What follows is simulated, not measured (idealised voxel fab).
process module | voxel transistor to metal
cross-section cut | 200 nm wide | cells 5 nm
A cross-section is a grid of square cells, given in bands from the top down. A band is one or more rows of cells.
Each band's line starts with the height of the band's top and of its bottom, in nm. Then come its materials from left to right, each with its width in nm. One material with "throughout" fills the band from edge to edge. "air" is empty space.
Height 0 is the level under which the wafer as received is all one material. The lowest band goes on downwards, as in "0 down".
A width such as "30 to 40" changes by the same amount from each row of cells to the next, from the band's top row to its bottom row.
"no change" after a step means that no cell of the cross-section changed.
closed voids: empty space of 8 cells or more with no open way to the top, each as width x height at its distance from the left edge, in nm
after a step's settings: what the simulator itself notes on the step
overlay nm, on a step with a mask: how far to the right of its planned place the mask lay; to the left if negative
plan
1 op RECEIVE | material Si
2 op OXIDIZE | depth nm 5
3 op CONFORMAL_DEP | material SiN | thk nm 15
4 op PATTERN | tone cover | mask id ACTIVE | material resist | width nm 125 | thk nm 15 | overlay nm 0
5 op DIRECTIONAL_ETCH | etch materials SiN | depth nm 15
6 op DIRECTIONAL_ETCH | etch materials SiO2 | depth nm 5
7 op DIRECTIONAL_ETCH | etch materials Si | depth nm 25
8 op STRIP | etch materials resist
9 op OXIDIZE | depth nm 5
10 op FILL_DEP | material SiO2 | thk nm 10
11 op CMP | height nm 15
12 op SELECTIVE_ETCH | etch materials SiO2 | depth nm 10
13 op STRIP | etch materials SiN
14 op SELECTIVE_ETCH | etch materials SiO2 | depth nm 5
15 op OXIDIZE | depth nm 5
16 op DIRECTIONAL_DEP | material polySi | thk nm 20
17 op DIRECTIONAL_DEP | material SiCN | thk nm 15
18 op PATTERN | tone cover | mask id GATE | material resist | width nm 35 | thk nm 15 | overlay nm 0
19 op DIRECTIONAL_ETCH | etch materials SiCN | depth nm 25
20 op DIRECTIONAL_ETCH | etch materials polySi | depth nm 30
21 op STRIP | etch materials resist
22 op CONFORMAL_DEP | material SiN | thk nm 10
23 op DIRECTIONAL_ETCH | etch materials SiN | depth nm 10
24 op DIRECTIONAL_ETCH | etch materials SiO2 | depth nm 5
25 op DIRECTIONAL_ETCH | etch materials Si | depth nm 10
26 op EPI | material SiGe | thk nm 10
27 op FILL_DEP | material SiO2 | thk nm 5
28 op CMP | height nm 15
29 op STRIP | etch materials polySi
30 op SELECTIVE_ETCH | etch materials SiO2 | depth nm 5
31 op CONFORMAL_DEP | material HfO2 | thk nm 5
32 op CONFORMAL_DEP | material TiN | thk nm 5
33 op FILL_DEP | material W | thk nm 10
34 op CMP | height nm 10
35 op DIRECTIONAL_DEP | material SiO2 | thk nm 10
36 op MASKED_ETCH | tone open | mask id CONTACT | width nm 15 | pitch nm 90 | etch materials SiO2 | depth nm 30 | overlay nm 0
37 op CONFORMAL_DEP | material TiN | thk nm 5
38 op FILL_DEP | material W | thk nm 10
39 op CMP | height nm 20
40 op CONFORMAL_DEP | material SiN | thk nm 5
41 op DIRECTIONAL_DEP | material SiO2 | thk nm 20
42 op PATTERN | tone open | mask id METAL_1 | material resist | width nm 15 | pitch nm 90 | thk nm 20 | overlay nm 0
43 op DIRECTIONAL_ETCH | etch materials SiO2 | depth nm 20
44 op DIRECTIONAL_ETCH | etch materials SiN | depth nm 5
45 op STRIP | etch materials resist
46 op CONFORMAL_DEP | material TiN | thk nm 5
47 op FILL_DEP | material Cu | thk nm 5
48 op CMP | height nm 45
49 op CONFORMAL_DEP | material SiN | thk nm 5
first wafer, as planned
as received, after step 1
  0 down: Si throughout
  closed voids: none
after step 2
  0 to -5: SiO2 throughout
  below -5: unchanged
after step 3
  15 to 0: SiN throughout
  below 0: unchanged
after step 4
  30 to 15: air 35 | resist 125 | air 40
  below 15: unchanged
after step 5
  30 to 15: air 35 | resist 125 | air 40
  15 to 0: air 35 | SiN 125 | air 40
  below 0: unchanged
after step 6
  30 to 15: air 35 | resist 125 | air 40
  15 to 0: air 35 | SiN 125 | air 40
  0 to -5: air 35 | SiO2 125 | air 40
  below -5: unchanged
after step 7
  30 to 15: air 35 | resist 125 | air 40
  15 to 0: air 35 | SiN 125 | air 40
  0 to -5: air 35 | SiO2 125 | air 40
  -5 to -30: air 35 | Si 125 | air 40
  below -30: unchanged
after step 8
  15 to 0: air 35 | SiN 125 | air 40
  below 0: unchanged
after step 9
  15 to 0: air 35 | SiN 125 | air 40
  0 to -5: air 35 | SiO2 125 | air 40
  -5 to -30: air 35 | SiO2 5 | Si 115 | SiO2 5 | air 40
  -30 to -35: SiO2 40 | Si 115 | SiO2 45
  below -35: unchanged
after step 10
  25 to 15: SiO2 throughout
  15 to 0: SiO2 35 | SiN 125 | SiO2 40
  0 to -5: SiO2 throughout
  -5 to -35: SiO2 40 | Si 115 | SiO2 45
  below -35: unchanged
after step 11
  15 to 0: SiO2 35 | SiN 125 | SiO2 40
  below 0: unchanged
after step 12
  15 to 5: air 35 | SiN 125 | air 40
  below 5: unchanged
after step 13
  5 to 0: SiO2 35 | air 125 | SiO2 40
  below 0: unchanged
after step 14
  0 to -5: SiO2 30 | air 135 | SiO2 35
  below -5: unchanged
after step 15
  0 to -5: SiO2 30 | air 135 | SiO2 35
  -5 to -10: SiO2 throughout
  below -10: unchanged
after step 16
  20 to 15: polySi 30 | air 135 | polySi 35
  15 to 0: polySi throughout
  0 to -5: SiO2 30 | polySi 135 | SiO2 35
  below -5: unchanged
after step 17
  35 to 30: SiCN 30 | air 135 | SiCN 35
  30 to 20: SiCN throughout
  20 to 15: polySi 30 | SiCN 135 | polySi 35
  below 15: unchanged
after step 18
  50 to 35: air 80 | resist 35 | air 85
  35 to 30: SiCN 30 | air 50 | resist 35 | air 50 | SiCN 35
  below 30: unchanged
after step 19
  50 to 30: air 80 | resist 35 | air 85
  30 to 20: air 80 | SiCN 35 | air 85
  20 to 15: polySi 30 | air 50 | SiCN 35 | air 50 | polySi 35
  below 15: unchanged
after step 20
  50 to 30: air 80 | resist 35 | air 85
  30 to 15: air 80 | SiCN 35 | air 85
  15 to 0: air 80 | polySi 35 | air 85
  0 to -5: SiO2 30 | air 50 | polySi 35 | air 50 | SiO2 35
  below -5: unchanged
after step 21
  30 to 15: air 80 | SiCN 35 | air 85
  below 15: unchanged
after step 22
  40 to 30: air 70 | SiN 55 | air 75
  30 to 15: air 70 | SiN 10 | SiCN 35 | SiN 10 | air 75
  15 to 10: air 70 | SiN 10 | polySi 35 | SiN 10 | air 75
  10 to 5: SiN 40 | air 30 | SiN 10 | polySi 35 | SiN 10 | air 30 | SiN 45
  5 to 0: SiN 80 | polySi 35 | SiN 85
  0 to -5: SiO2 30 | SiN 50 | polySi 35 | SiN 50 | SiO2 35
  below -5: unchanged
after step 23
  30 to 15: air 70 | SiN 10 | SiCN 35 | SiN 10 | air 75
  15 to 0: air 70 | SiN 10 | polySi 35 | SiN 10 | air 75
  0 to -5: SiO2 30 | SiN 10 | air 30 | SiN 10 | polySi 35 | SiN 10 | air 30 | SiN 10 | SiO2 35
  below -5: unchanged
after step 24
  30 to 15: air 70 | SiN 10 | SiCN 35 | SiN 10 | air 75
  15 to 0: air 70 | SiN 10 | polySi 35 | SiN 10 | air 75
  0 to -5: air 30 | SiN 10 | air 30 | SiN 10 | polySi 35 | SiN 10 | air 30 | SiN 10 | air 35
  -5 to -10: SiO2 40 | air 30 | SiO2 55 | air 30 | SiO2 45
  below -10: unchanged
after step 25
  30 to 15: air 70 | SiN 10 | SiCN 35 | SiN 10 | air 75
  15 to 0: air 70 | SiN 10 | polySi 35 | SiN 10 | air 75
  0 to -5: air 30 | SiN 10 | air 30 | SiN 10 | polySi 35 | SiN 10 | air 30 | SiN 10 | air 35
  -5 to -10: SiO2 40 | air 30 | SiO2 55 | air 30 | SiO2 45
  -10 to -20: SiO2 40 | air 30 | Si 55 | air 30 | SiO2 45
  below -20: unchanged
after step 26
  30 to 15: air 70 | SiN 10 | SiCN 35 | SiN 10 | air 75
  15 to 0: air 70 | SiN 10 | polySi 35 | SiN 10 | air 75
  0 to -5: air 30 | SiN 10 | air 20 | SiGe 10 | SiN 10 | polySi 35 | SiN 10 | SiGe 10 | air 20 | SiN 10 | air 35
  -5 to -10: SiO2 40 | air 20 | SiGe 10 | SiO2 55 | SiGe 10 | air 20 | SiO2 45
  -10 to -20: SiO2 40 | SiGe 30 | Si 55 | SiGe 30 | SiO2 45
  below -20: unchanged
after step 27
  35 to 30: SiO2 throughout
  30 to 15: SiO2 70 | SiN 10 | SiCN 35 | SiN 10 | SiO2 75
  15 to 0: SiO2 70 | SiN 10 | polySi 35 | SiN 10 | SiO2 75
  0 to -5: SiO2 30 | SiN 10 | SiO2 20 | SiGe 10 | SiN 10 | polySi 35 | SiN 10 | SiGe 10 | SiO2 20 | SiN 10 | SiO2 35
  -5 to -10: SiO2 60 | SiGe 10 | SiO2 55 | SiGe 10 | SiO2 65
  below -10: unchanged
after step 28
  15 to 0: SiO2 70 | SiN 10 | polySi 35 | SiN 10 | SiO2 75
  below 0: unchanged
after step 29
  15 to 0: SiO2 70 | SiN 10 | air 35 | SiN 10 | SiO2 75
  0 to -5: SiO2 30 | SiN 10 | SiO2 20 | SiGe 10 | SiN 10 | air 35 | SiN 10 | SiGe 10 | SiO2 20 | SiN 10 | SiO2 35
  below -5: unchanged
after step 30
  15 to 10: air 70 | SiN 10 | air 35 | SiN 10 | air 75
  10 to 0: SiO2 70 | SiN 10 | air 35 | SiN 10 | SiO2 75
  0 to -5: SiO2 30 | SiN 10 | SiO2 20 | SiGe 10 | SiN 10 | air 35 | SiN 10 | SiGe 10 | SiO2 20 | SiN 10 | SiO2 35
  -5 to -10: SiO2 60 | SiGe 10 | SiO2 5 | air 45 | SiO2 5 | SiGe 10 | SiO2 65
  below -10: unchanged
after step 31
  20 to 15: air 65 | HfO2 20 | air 25 | HfO2 20 | air 70
  15 to 10: HfO2 70 | SiN 10 | HfO2 5 | air 25 | HfO2 5 | SiN 10 | HfO2 75
  10 to 0: SiO2 70 | SiN 10 | HfO2 5 | air 25 | HfO2 5 | SiN 10 | SiO2 75
  0 to -5: SiO2 30 | SiN 10 | SiO2 20 | SiGe 10 | SiN 10 | HfO2 5 | air 25 | HfO2 5 | SiN 10 | SiGe 10 | SiO2 20 | SiN 10 | SiO2 35
  -5 to -10: SiO2 60 | SiGe 10 | SiO2 5 | HfO2 45 | SiO2 5 | SiGe 10 | SiO2 65
  below -10: unchanged
after step 32
  25 to 20: air 60 | TiN 30 | air 15 | TiN 30 | air 65
  20 to 15: TiN 65 | HfO2 20 | TiN 5 | air 15 | TiN 5 | HfO2 20 | TiN 70
  15 to 10: HfO2 70 | SiN 10 | HfO2 5 | TiN 5 | air 15 | TiN 5 | HfO2 5 | SiN 10 | HfO2 75
  10 to 0: SiO2 70 | SiN 10 | HfO2 5 | TiN 5 | air 15 | TiN 5 | HfO2 5 | SiN 10 | SiO2 75
  0 to -5: SiO2 30 | SiN 10 | SiO2 20 | SiGe 10 | SiN 10 | HfO2 5 | TiN 25 | HfO2 5 | SiN 10 | SiGe 10 | SiO2 20 | SiN 10 | SiO2 35
  below -5: unchanged
after step 33
  35 to 25: W throughout
  25 to 20: W 60 | TiN 30 | W 15 | TiN 30 | W 65
  20 to 15: TiN 65 | HfO2 20 | TiN 5 | W 15 | TiN 5 | HfO2 20 | TiN 70
  15 to 10: HfO2 70 | SiN 10 | HfO2 5 | TiN 5 | W 15 | TiN 5 | HfO2 5 | SiN 10 | HfO2 75
  10 to 0: SiO2 70 | SiN 10 | HfO2 5 | TiN 5 | W 15 | TiN 5 | HfO2 5 | SiN 10 | SiO2 75
  below 0: unchanged
after step 34
  10 to 0: SiO2 70 | SiN 10 | HfO2 5 | TiN 5 | W 15 | TiN 5 | HfO2 5 | SiN 10 | SiO2 75
  below 0: unchanged
after step 35
  20 to 10: SiO2 throughout
  below 10: unchanged
after step 36
  20 to 10: SiO2 45 | air 15 | SiO2 75 | air 15 | SiO2 50
  10 to 0: SiO2 45 | air 15 | SiO2 10 | SiN 10 | HfO2 5 | TiN 5 | W 15 | TiN 5 | HfO2 5 | SiN 10 | SiO2 10 | air 15 | SiO2 50
  0 to -5: SiO2 30 | SiN 10 | SiO2 5 | air 15 | SiGe 10 | SiN 10 | HfO2 5 | TiN 25 | HfO2 5 | SiN 10 | SiGe 10 | air 15 | SiO2 5 | SiN 10 | SiO2 35
  -5 to -10: SiO2 45 | air 15 | SiGe 10 | SiO2 5 | HfO2 45 | SiO2 5 | SiGe 10 | air 15 | SiO2 50
  below -10: unchanged
after step 37
  25 to 20: TiN 50 | air 5 | TiN 85 | air 5 | TiN 55
  20 to 10: SiO2 45 | TiN 5 | air 5 | TiN 5 | SiO2 75 | TiN 5 | air 5 | TiN 5 | SiO2 50
  10 to 0: SiO2 45 | TiN 5 | air 5 | TiN 5 | SiO2 10 | SiN 10 | HfO2 5 | TiN 5 | W 15 | TiN 5 | HfO2 5 | SiN 10 | SiO2 10 | TiN 5 | air 5 | TiN 5 | SiO2 50
  0 to -5: SiO2 30 | SiN 10 | SiO2 5 | TiN 5 | air 5 | TiN 5 | SiGe 10 | SiN 10 | HfO2 5 | TiN 25 | HfO2 5 | SiN 10 | SiGe 10 | TiN 5 | air 5 | TiN 5 | SiO2 5 | SiN 10 | SiO2 35
  -5 to -10: SiO2 45 | TiN 15 | SiGe 10 | SiO2 5 | HfO2 45 | SiO2 5 | SiGe 10 | TiN 15 | SiO2 50
  below -10: unchanged
after step 38
  35 to 25: W throughout
  25 to 20: TiN 50 | W 5 | TiN 85 | W 5 | TiN 55
  20 to 10: SiO2 45 | TiN 5 | W 5 | TiN 5 | SiO2 75 | TiN 5 | W 5 | TiN 5 | SiO2 50
  10 to 0: SiO2 45 | TiN 5 | W 5 | TiN 5 | SiO2 10 | SiN 10 | HfO2 5 | TiN 5 | W 15 | TiN 5 | HfO2 5 | SiN 10 | SiO2 10 | TiN 5 | W 5 | TiN 5 | SiO2 50
  0 to -5: SiO2 30 | SiN 10 | SiO2 5 | TiN 5 | W 5 | TiN 5 | SiGe 10 | SiN 10 | HfO2 5 | TiN 25 | HfO2 5 | SiN 10 | SiGe 10 | TiN 5 | W 5 | TiN 5 | SiO2 5 | SiN 10 | SiO2 35
  below -5: unchanged
after step 39
  20 to 10: SiO2 45 | TiN 5 | W 5 | TiN 5 | SiO2 75 | TiN 5 | W 5 | TiN 5 | SiO2 50
  below 10: unchanged
after step 40
  25 to 20: SiN throughout
  below 20: unchanged
after step 41
  45 to 25: SiO2 throughout
  below 25: unchanged
after step 42
  65 to 45: resist 45 | air 15 | resist 75 | air 15 | resist 50
  below 45: unchanged
after step 43
  65 to 45: resist 45 | air 15 | resist 75 | air 15 | resist 50
  45 to 25: SiO2 45 | air 15 | SiO2 75 | air 15 | SiO2 50
  below 25: unchanged
after step 44
  65 to 45: resist 45 | air 15 | resist 75 | air 15 | resist 50
  45 to 25: SiO2 45 | air 15 | SiO2 75 | air 15 | SiO2 50
  25 to 20: SiN 45 | air 15 | SiN 75 | air 15 | SiN 50
  below 20: unchanged
after step 45
  45 to 25: SiO2 45 | air 15 | SiO2 75 | air 15 | SiO2 50
  below 25: unchanged
after step 46
  50 to 45: TiN 50 | air 5 | TiN 85 | air 5 | TiN 55
  45 to 25: SiO2 45 | TiN 5 | air 5 | TiN 5 | SiO2 75 | TiN 5 | air 5 | TiN 5 | SiO2 50
  25 to 20: SiN 45 | TiN 15 | SiN 75 | TiN 15 | SiN 50
  below 20: unchanged
after step 47
  55 to 50: Cu throughout
  50 to 45: TiN 50 | Cu 5 | TiN 85 | Cu 5 | TiN 55
  45 to 25: SiO2 45 | TiN 5 | Cu 5 | TiN 5 | SiO2 75 | TiN 5 | Cu 5 | TiN 5 | SiO2 50
  below 25: unchanged
after step 48
  45 to 25: SiO2 45 | TiN 5 | Cu 5 | TiN 5 | SiO2 75 | TiN 5 | Cu 5 | TiN 5 | SiO2 50
  below 25: unchanged
after step 49
  50 to 45: SiN throughout
  below 45: unchanged
second wafer: like start, like plan, one mistake. Through step 6 it matches the first wafer
when step 7 should have ended
  30 to 15: air 35 | resist 125 | air 40
  15 to 0: air 35 | SiN 125 | air 40
  0 to -5: air 35 | SiO2 125 | air 40
  -5 to -55: air 35 | Si 125 | air 40
  below -55: unchanged
when step 8 should have ended
  15 to 0: air 35 | SiN 125 | air 40
  below 0: unchanged
when step 9 should have ended
  15 to 0: air 35 | SiN 125 | air 40
  0 to -5: air 35 | SiO2 125 | air 40
  -5 to -55: air 35 | SiO2 5 | Si 115 | SiO2 5 | air 40
  -55 to -60: SiO2 40 | Si 115 | SiO2 45
  below -60: unchanged
when step 10 should have ended
  25 to 15: SiO2 throughout
  15 to 0: SiO2 35 | SiN 125 | SiO2 40
  0 to -5: SiO2 throughout
  -5 to -60: SiO2 40 | Si 115 | SiO2 45
  below -60: unchanged
when step 11 should have ended
  15 to 0: SiO2 35 | SiN 125 | SiO2 40
  below 0: unchanged
when step 12 should have ended
  15 to 5: air 35 | SiN 125 | air 40
  below 5: unchanged
when step 13 should have ended
  5 to 0: SiO2 35 | air 125 | SiO2 40
  below 0: unchanged
when step 14 should have ended
  0 to -5: SiO2 30 | air 135 | SiO2 35
  below -5: unchanged
when step 15 should have ended
  0 to -5: SiO2 30 | air 135 | SiO2 35
  -5 to -10: SiO2 throughout
  below -10: unchanged
when step 16 should have ended
  20 to 15: polySi 30 | air 135 | polySi 35
  15 to 0: polySi throughout
  0 to -5: SiO2 30 | polySi 135 | SiO2 35
  below -5: unchanged
when step 17 should have ended
  35 to 30: SiCN 30 | air 135 | SiCN 35
  30 to 20: SiCN throughout
  20 to 15: polySi 30 | SiCN 135 | polySi 35
  below 15: unchanged
when step 18 should have ended
  50 to 35: air 80 | resist 35 | air 85
  35 to 30: SiCN 30 | air 50 | resist 35 | air 50 | SiCN 35
  below 30: unchanged
when step 19 should have ended
  50 to 30: air 80 | resist 35 | air 85
  30 to 20: air 80 | SiCN 35 | air 85
  20 to 15: polySi 30 | air 50 | SiCN 35 | air 50 | polySi 35
  below 15: unchanged
when step 20 should have ended
  50 to 30: air 80 | resist 35 | air 85
  30 to 15: air 80 | SiCN 35 | air 85
  15 to 0: air 80 | polySi 35 | air 85
  0 to -5: SiO2 30 | air 50 | polySi 35 | air 50 | SiO2 35
  below -5: unchanged
when step 21 should have ended
  30 to 15: air 80 | SiCN 35 | air 85
  below 15: unchanged
when step 22 should have ended
  40 to 30: air 70 | SiN 55 | air 75
  30 to 15: air 70 | SiN 10 | SiCN 35 | SiN 10 | air 75
  15 to 10: air 70 | SiN 10 | polySi 35 | SiN 10 | air 75
  10 to 5: SiN 40 | air 30 | SiN 10 | polySi 35 | SiN 10 | air 30 | SiN 45
  5 to 0: SiN 80 | polySi 35 | SiN 85
  0 to -5: SiO2 30 | SiN 50 | polySi 35 | SiN 50 | SiO2 35
  below -5: unchanged
when step 23 should have ended
  30 to 15: air 70 | SiN 10 | SiCN 35 | SiN 10 | air 75
  15 to 0: air 70 | SiN 10 | polySi 35 | SiN 10 | air 75
  0 to -5: SiO2 30 | SiN 10 | air 30 | SiN 10 | polySi 35 | SiN 10 | air 30 | SiN 10 | SiO2 35
  below -5: unchanged
when step 24 should have ended
  30 to 15: air 70 | SiN 10 | SiCN 35 | SiN 10 | air 75
  15 to 0: air 70 | SiN 10 | polySi 35 | SiN 10 | air 75
  0 to -5: air 30 | SiN 10 | air 30 | SiN 10 | polySi 35 | SiN 10 | air 30 | SiN 10 | air 35
  -5 to -10: SiO2 40 | air 30 | SiO2 55 | air 30 | SiO2 45
  below -10: unchanged
when step 25 should have ended
  30 to 15: air 70 | SiN 10 | SiCN 35 | SiN 10 | air 75
  15 to 0: air 70 | SiN 10 | polySi 35 | SiN 10 | air 75
  0 to -5: air 30 | SiN 10 | air 30 | SiN 10 | polySi 35 | SiN 10 | air 30 | SiN 10 | air 35
  -5 to -10: SiO2 40 | air 30 | SiO2 55 | air 30 | SiO2 45
  -10 to -20: SiO2 40 | air 30 | Si 55 | air 30 | SiO2 45
  below -20: unchanged
when step 26 should have ended
  30 to 15: air 70 | SiN 10 | SiCN 35 | SiN 10 | air 75
  15 to 0: air 70 | SiN 10 | polySi 35 | SiN 10 | air 75
  0 to -5: air 30 | SiN 10 | air 20 | SiGe 10 | SiN 10 | polySi 35 | SiN 10 | SiGe 10 | air 20 | SiN 10 | air 35
  -5 to -10: SiO2 40 | air 20 | SiGe 10 | SiO2 55 | SiGe 10 | air 20 | SiO2 45
  -10 to -20: SiO2 40 | SiGe 30 | Si 55 | SiGe 30 | SiO2 45
  below -20: unchanged
when step 27 should have ended
  35 to 30: SiO2 throughout
  30 to 15: SiO2 70 | SiN 10 | SiCN 35 | SiN 10 | SiO2 75
  15 to 0: SiO2 70 | SiN 10 | polySi 35 | SiN 10 | SiO2 75
  0 to -5: SiO2 30 | SiN 10 | SiO2 20 | SiGe 10 | SiN 10 | polySi 35 | SiN 10 | SiGe 10 | SiO2 20 | SiN 10 | SiO2 35
  -5 to -10: SiO2 60 | SiGe 10 | SiO2 55 | SiGe 10 | SiO2 65
  below -10: unchanged
when step 28 should have ended
  15 to 0: SiO2 70 | SiN 10 | polySi 35 | SiN 10 | SiO2 75
  below 0: unchanged
when step 29 should have ended
  15 to 0: SiO2 70 | SiN 10 | air 35 | SiN 10 | SiO2 75
  0 to -5: SiO2 30 | SiN 10 | SiO2 20 | SiGe 10 | SiN 10 | air 35 | SiN 10 | SiGe 10 | SiO2 20 | SiN 10 | SiO2 35
  below -5: unchanged
when step 30 should have ended
  15 to 10: air 70 | SiN 10 | air 35 | SiN 10 | air 75
  10 to 0: SiO2 70 | SiN 10 | air 35 | SiN 10 | SiO2 75
  0 to -5: SiO2 30 | SiN 10 | SiO2 20 | SiGe 10 | SiN 10 | air 35 | SiN 10 | SiGe 10 | SiO2 20 | SiN 10 | SiO2 35
  -5 to -10: SiO2 60 | SiGe 10 | SiO2 5 | air 45 | SiO2 5 | SiGe 10 | SiO2 65
  below -10: unchanged
when step 31 should have ended
  20 to 15: air 65 | HfO2 20 | air 25 | HfO2 20 | air 70
  15 to 10: HfO2 70 | SiN 10 | HfO2 5 | air 25 | HfO2 5 | SiN 10 | HfO2 75
  10 to 0: SiO2 70 | SiN 10 | HfO2 5 | air 25 | HfO2 5 | SiN 10 | SiO2 75
  0 to -5: SiO2 30 | SiN 10 | SiO2 20 | SiGe 10 | SiN 10 | HfO2 5 | air 25 | HfO2 5 | SiN 10 | SiGe 10 | SiO2 20 | SiN 10 | SiO2 35
  -5 to -10: SiO2 60 | SiGe 10 | SiO2 5 | HfO2 45 | SiO2 5 | SiGe 10 | SiO2 65
  below -10: unchanged
when step 32 should have ended
  25 to 20: air 60 | TiN 30 | air 15 | TiN 30 | air 65
  20 to 15: TiN 65 | HfO2 20 | TiN 5 | air 15 | TiN 5 | HfO2 20 | TiN 70
  15 to 10: HfO2 70 | SiN 10 | HfO2 5 | TiN 5 | air 15 | TiN 5 | HfO2 5 | SiN 10 | HfO2 75
  10 to 0: SiO2 70 | SiN 10 | HfO2 5 | TiN 5 | air 15 | TiN 5 | HfO2 5 | SiN 10 | SiO2 75
  0 to -5: SiO2 30 | SiN 10 | SiO2 20 | SiGe 10 | SiN 10 | HfO2 5 | TiN 25 | HfO2 5 | SiN 10 | SiGe 10 | SiO2 20 | SiN 10 | SiO2 35
  below -5: unchanged
when step 33 should have ended
  35 to 25: W throughout
  25 to 20: W 60 | TiN 30 | W 15 | TiN 30 | W 65
  20 to 15: TiN 65 | HfO2 20 | TiN 5 | W 15 | TiN 5 | HfO2 20 | TiN 70
  15 to 10: HfO2 70 | SiN 10 | HfO2 5 | TiN 5 | W 15 | TiN 5 | HfO2 5 | SiN 10 | HfO2 75
  10 to 0: SiO2 70 | SiN 10 | HfO2 5 | TiN 5 | W 15 | TiN 5 | HfO2 5 | SiN 10 | SiO2 75
  below 0: unchanged
when step 34 should have ended
  10 to 0: SiO2 70 | SiN 10 | HfO2 5 | TiN 5 | W 15 | TiN 5 | HfO2 5 | SiN 10 | SiO2 75
  below 0: unchanged
when step 35 should have ended
  20 to 10: SiO2 throughout
  below 10: unchanged
when step 36 should have ended
  20 to 10: SiO2 45 | air 15 | SiO2 75 | air 15 | SiO2 50
  10 to 0: SiO2 45 | air 15 | SiO2 10 | SiN 10 | HfO2 5 | TiN 5 | W 15 | TiN 5 | HfO2 5 | SiN 10 | SiO2 10 | air 15 | SiO2 50
  0 to -5: SiO2 30 | SiN 10 | SiO2 5 | air 15 | SiGe 10 | SiN 10 | HfO2 5 | TiN 25 | HfO2 5 | SiN 10 | SiGe 10 | air 15 | SiO2 5 | SiN 10 | SiO2 35
  -5 to -10: SiO2 45 | air 15 | SiGe 10 | SiO2 5 | HfO2 45 | SiO2 5 | SiGe 10 | air 15 | SiO2 50
  below -10: unchanged
when step 37 should have ended
  25 to 20: TiN 50 | air 5 | TiN 85 | air 5 | TiN 55
  20 to 10: SiO2 45 | TiN 5 | air 5 | TiN 5 | SiO2 75 | TiN 5 | air 5 | TiN 5 | SiO2 50
  10 to 0: SiO2 45 | TiN 5 | air 5 | TiN 5 | SiO2 10 | SiN 10 | HfO2 5 | TiN 5 | W 15 | TiN 5 | HfO2 5 | SiN 10 | SiO2 10 | TiN 5 | air 5 | TiN 5 | SiO2 50
  0 to -5: SiO2 30 | SiN 10 | SiO2 5 | TiN 5 | air 5 | TiN 5 | SiGe 10 | SiN 10 | HfO2 5 | TiN 25 | HfO2 5 | SiN 10 | SiGe 10 | TiN 5 | air 5 | TiN 5 | SiO2 5 | SiN 10 | SiO2 35
  -5 to -10: SiO2 45 | TiN 15 | SiGe 10 | SiO2 5 | HfO2 45 | SiO2 5 | SiGe 10 | TiN 15 | SiO2 50
  below -10: unchanged
when step 38 should have ended
  35 to 25: W throughout
  25 to 20: TiN 50 | W 5 | TiN 85 | W 5 | TiN 55
  20 to 10: SiO2 45 | TiN 5 | W 5 | TiN 5 | SiO2 75 | TiN 5 | W 5 | TiN 5 | SiO2 50
  10 to 0: SiO2 45 | TiN 5 | W 5 | TiN 5 | SiO2 10 | SiN 10 | HfO2 5 | TiN 5 | W 15 | TiN 5 | HfO2 5 | SiN 10 | SiO2 10 | TiN 5 | W 5 | TiN 5 | SiO2 50
  0 to -5: SiO2 30 | SiN 10 | SiO2 5 | TiN 5 | W 5 | TiN 5 | SiGe 10 | SiN 10 | HfO2 5 | TiN 25 | HfO2 5 | SiN 10 | SiGe 10 | TiN 5 | W 5 | TiN 5 | SiO2 5 | SiN 10 | SiO2 35
  below -5: unchanged
when step 39 should have ended
  20 to 10: SiO2 45 | TiN 5 | W 5 | TiN 5 | SiO2 75 | TiN 5 | W 5 | TiN 5 | SiO2 50
  below 10: unchanged
when step 40 should have ended
  25 to 20: SiN throughout
  below 20: unchanged
when step 41 should have ended
  45 to 25: SiO2 throughout
  below 25: unchanged
when step 42 should have ended
  65 to 45: resist 45 | air 15 | resist 75 | air 15 | resist 50
  below 45: unchanged
when step 43 should have ended
  65 to 45: resist 45 | air 15 | resist 75 | air 15 | resist 50
  45 to 25: SiO2 45 | air 15 | SiO2 75 | air 15 | SiO2 50
  below 25: unchanged
when step 44 should have ended
  65 to 45: resist 45 | air 15 | resist 75 | air 15 | resist 50
  45 to 25: SiO2 45 | air 15 | SiO2 75 | air 15 | SiO2 50
  25 to 20: SiN 45 | air 15 | SiN 75 | air 15 | SiN 50
  below 20: unchanged
when step 45 should have ended
  45 to 25: SiO2 45 | air 15 | SiO2 75 | air 15 | SiO2 50
  below 25: unchanged
when step 46 should have ended
  50 to 45: TiN 50 | air 5 | TiN 85 | air 5 | TiN 55
  45 to 25: SiO2 45 | TiN 5 | air 5 | TiN 5 | SiO2 75 | TiN 5 | air 5 | TiN 5 | SiO2 50
  25 to 20: SiN 45 | TiN 15 | SiN 75 | TiN 15 | SiN 50
  below 20: unchanged
when step 47 should have ended
  55 to 50: Cu throughout
  50 to 45: TiN 50 | Cu 5 | TiN 85 | Cu 5 | TiN 55
  45 to 25: SiO2 45 | TiN 5 | Cu 5 | TiN 5 | SiO2 75 | TiN 5 | Cu 5 | TiN 5 | SiO2 50
  below 25: unchanged
when step 48 should have ended
  45 to 25: SiO2 45 | TiN 5 | Cu 5 | TiN 5 | SiO2 75 | TiN 5 | Cu 5 | TiN 5 | SiO2 50
  below 25: unchanged
when step 49 should have ended
  50 to 45: SiN throughout
  below 45: unchanged
what went wrong: step 7 was run twice
at the end the second wafer has, in cells: 85 fewer of Si | 85 more of SiO2
